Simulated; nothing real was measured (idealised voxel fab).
The following is a process module called voxel spacer lines.
It is cross-section cut that appears here, measuring 280 nm in width, its square cells being 5 nm in size.
Just so we're on the same page, the cross-sections are grids of square cells, and they're listed out in bands top to bottom, each band one or more rows deep.
Per band: top height and bottom height in nm, followed by the left-to-right materials and their widths in nm; "all across" marks a single material spanning edge to edge, "empty" marks empty space.
Below 0: as-received wafer, all one material; heights counted from there. Lowest band: no bottom, goes on down, written "0 -> down".
The notation "30->40" denotes a width that varies across the rows of cells in the band, beginning at the first number in the top row, finishing at the second number in the bottom row, and changing by an identical amount from each row to the next.
"no modifications" means the step left every cell of the cross-section as it was.
"Entrapped void list" contains a list of empty spaces, each no smaller than 8 cells and without an open way to the top, written in the form width x height at distance with the distance from the left edge and all three in nm.
It should be noted that, on the line of a given step, the content following the step's settings is a remark produced by the simulator itself with respect to that step.
overlay nm: mask right of planned place by this much (step with mask). Neg. = left.
# Here's what the planned process steps look like
1,RECEIVE | material Si
2,CONFORMAL_DEP | material Al2O3 | thk nm 10
3,DIRECTIONAL_DEP | material polySi | thk nm 15
4,DIRECTIONAL_DEP | material aC | thk nm 20
5,PATTERN | tone cover | mask id MANDREL | material resist | width nm 20 | pitch nm 60 | thk nm 30 | overlay nm 0
6,DIRECTIONAL_ETCH | etch materials aC | depth nm 20
7,STRIP | etch materials resist
8,CONFORMAL_DEP | material SiO2 | thk nm 10
9,DIRECTIONAL_ETCH | etch materials SiO2 | depth nm 10
10,STRIP | etch materials aC
11,DIRECTIONAL_ETCH | etch materials polySi | depth nm 15
12,STRIP | etch materials SiO2
# As received (post step 1): cross-section
    0 -> down: Si all across
    Entrapped void list: none
# Starting structure and process plan are as shown above, but one mistake was made in running the module; the wafer cross-section at the end of the module follows
    25 -> 10: empty 100 | polySi 10 | empty 20 | polySi 10 | empty 20 | polySi 10 | empty 20 | polySi 10 | empty 80
    10 -> 0: Al2O3 all across
    0 -> down: Si all across
    Entrapped void list: none
Diagnosis: the process deviated at step 5: the operation and settings actually run there were PATTERN | tone cover | mask id MANDREL | material resist | width nm 20 | pitch nm 60 | thk nm 30 | overlay nm 10
